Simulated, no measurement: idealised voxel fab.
Process module under the name voxel wiring stack
Square cell edge 5 nm, section width 185 nm, ID cut.
Notation: cross-section as square-cell grid; stated in bands, top first, going down; one or more cell rows per band.
This entry defines a band. It first specifies the height of the band's top and the height of its bottom in nm, and then specifies the band's materials from left to right, stating each material with its width in nm. The word "edge to edge" identifies a single material that fills the band from edge to edge, while the word "empty" identifies empty space.
Note: height 0 marks the level under which the wafer is uniformly one material as received. Lowest band unbounded below, written "0 -> down".
The expression "30->40" gives the width at the extremes of the band, the first number at its top row of cells and the second at its bottom row, with the width changing by equal amounts from each row to the next in between.
Step note "changes: none" = no cross-section cell changed.
So "Cavities, sealed" is basically the list of trapped voids: any empty space of 8 cells or more that can't reach the top through an opening. They're written width x height at distance, the distance being from the left edge, and it's all nm.
Text after the settings on a step's line: the simulator's own remark on that step.
The "overlay nm" setting may appear on a step's line; for a step that uses a mask, it gives how far to the right of its planned position the mask lay, and a negative value indicates the left.
### Planned process steps
1: RECEIVE: material Si
2: CONFORMAL_DEP: material SiO2, thk nm 15
3: DIRECTIONAL_DEP: material TiN, thk nm 5
4: DIRECTIONAL_DEP: material Ru, thk nm 25
5: PATTERN: tone cover, mask id METAL_1, material resist, width nm 30, pitch nm 45, thk nm 15, overlay nm 0
6: DIRECTIONAL_ETCH: etch materials Ru, depth nm 25
7: DIRECTIONAL_ETCH: etch materials TiN, depth nm 5
8: STRIP: etch materials resist
9: CONFORMAL_DEP: material SiCN, thk nm 5
10: FILL_DEP: material SiO2, thk nm 5
11: CMP: height nm 45
12: CONFORMAL_DEP: material SiCN, thk nm 5
13: DIRECTIONAL_DEP: material lowk, thk nm 10
14: DIRECTIONAL_DEP: material aC, thk nm 15
15: PATTERN: tone open, mask id PLUG_1, material resist, width nm 15, pitch nm 90, thk nm 30, overlay nm 0
16: DIRECTIONAL_ETCH: etch materials aC, depth nm 15
17: STRIP: etch materials resist
18: DIRECTIONAL_ETCH: etch materials lowk, depth nm 10
19: DIRECTIONAL_ETCH: etch materials SiCN, depth nm 5
20: STRIP: etch materials aC
21: EPI: material Ru, thk nm 10
22: EPI: material Ru, thk nm 5
23: CONFORMAL_DEP: material SiN, thk nm 5
24: DIRECTIONAL_DEP: material lowk, thk nm 25
25: MASKED_ETCH: tone open, mask id METAL_2, width nm 30, pitch nm 45, etch materials lowk, depth nm 25, overlay nm 0
26: MASKED_ETCH: tone open, mask id METAL_2, width nm 30, pitch nm 45, etch materials SiN, depth nm 5, overlay nm 0
27: CONFORMAL_DEP: material TiN, thk nm 5
28: FILL_DEP: material Cu, thk nm 5
29: CMP: height nm 90
30: EPI: material Ru, thk nm 5
31: FILL_DEP: material SiCN, thk nm 5
32: DIRECTIONAL_DEP: material lowk, thk nm 25
33: DIRECTIONAL_DEP: material aC, thk nm 15
34: PATTERN: tone open, mask id METAL_3_HOLES, material resist, width nm 15, pitch nm 45, thk nm 35, overlay nm 0
35: DIRECTIONAL_ETCH: etch materials aC, depth nm 15
36: STRIP: etch materials resist
37: DIRECTIONAL_ETCH: etch materials lowk, depth nm 25
38: STRIP: etch materials aC
39: DIRECTIONAL_DEP: material aC, thk nm 10
40: PATTERN: tone open, mask id METAL_3, material resist, width nm 30, pitch nm 45, thk nm 30, overlay nm 0
41: DIRECTIONAL_ETCH: etch materials aC, depth nm 10
42: STRIP: etch materials resist
43: DIRECTIONAL_ETCH: etch materials lowk, depth nm 15
44: DIRECTIONAL_ETCH: etch materials SiCN, depth nm 5
45: STRIP: etch materials aC
46: CONFORMAL_DEP: material TiN, thk nm 5
47: FILL_DEP: material Cu, thk nm 10
48: CMP: height nm 125
49: CONFORMAL_DEP: material SiN, thk nm 5
### as received, after step 1
* 0 -> down | Si edge to edge
* Cavities, sealed: none
### Final wafer profile in cross-section after the module, from the same start and plan as above, with one mistake made during processing
* 130 -> 125 | SiN edge to edge
* 125 -> 115 | lowk=30  TiN=5  Cu=20  TiN=5  lowk=15  TiN=5  Cu=20  TiN=5  lowk=15  TiN=5  Cu=20  TiN=5  lowk=35
* 115 -> 110 | lowk=30  TiN=5  Cu=5  TiN=20  lowk=15  TiN=5  Cu=5  TiN=20  lowk=15  TiN=5  Cu=5  TiN=20  lowk=35
* 110 -> 100 | lowk=30  TiN=5  Cu=5  TiN=5  lowk=30  TiN=5  Cu=5  TiN=5  lowk=30  TiN=5  Cu=5  TiN=5  lowk=50
* 100 -> 95 | SiCN=30  TiN=15  SiCN=30  TiN=15  SiCN=30  TiN=15  SiCN=50
* 95 -> 90 | SiCN=25  Ru=40  SiCN=5  Ru=40  SiCN=5  Ru=40  SiCN=30
* 90 -> 65 | lowk=30  TiN=5  Cu=20  TiN=5  lowk=15  TiN=5  Cu=20  TiN=5  lowk=15  TiN=5  Cu=20  TiN=5  lowk=35
* 65 -> 60 | SiN=30  TiN=30  SiN=15  TiN=30  SiN=15  TiN=30  SiN=35
* 60 -> 50 | lowk=30  SiN=5  TiN=5  SiN=5  lowk=75  SiN=5  TiN=5  SiN=5  lowk=50
* 50 -> 45 | SiCN=30  SiN=5  TiN=5  SiN=5  SiCN=75  SiN=5  TiN=5  SiN=5  SiCN=50
* 45 -> 40 | SiO2=25  SiCN=40  SiO2=5  SiCN=40  SiO2=5  SiCN=40  SiO2=30
* 40 -> 20 | SiO2=25  SiCN=5  Ru=30  SiCN=5  SiO2=5  SiCN=5  Ru=30  SiCN=5  SiO2=5  SiCN=5  Ru=30  SiCN=5  SiO2=30
* 20 -> 15 | SiCN=30  Ru=30  SiCN=15  Ru=30  SiCN=15  Ru=30  SiCN=35
* 15 -> 0 | SiO2 edge to edge
* 0 -> down | Si edge to edge
* Cavities, sealed: none
Run error: step 3 of the plan was bypassed and not carried out
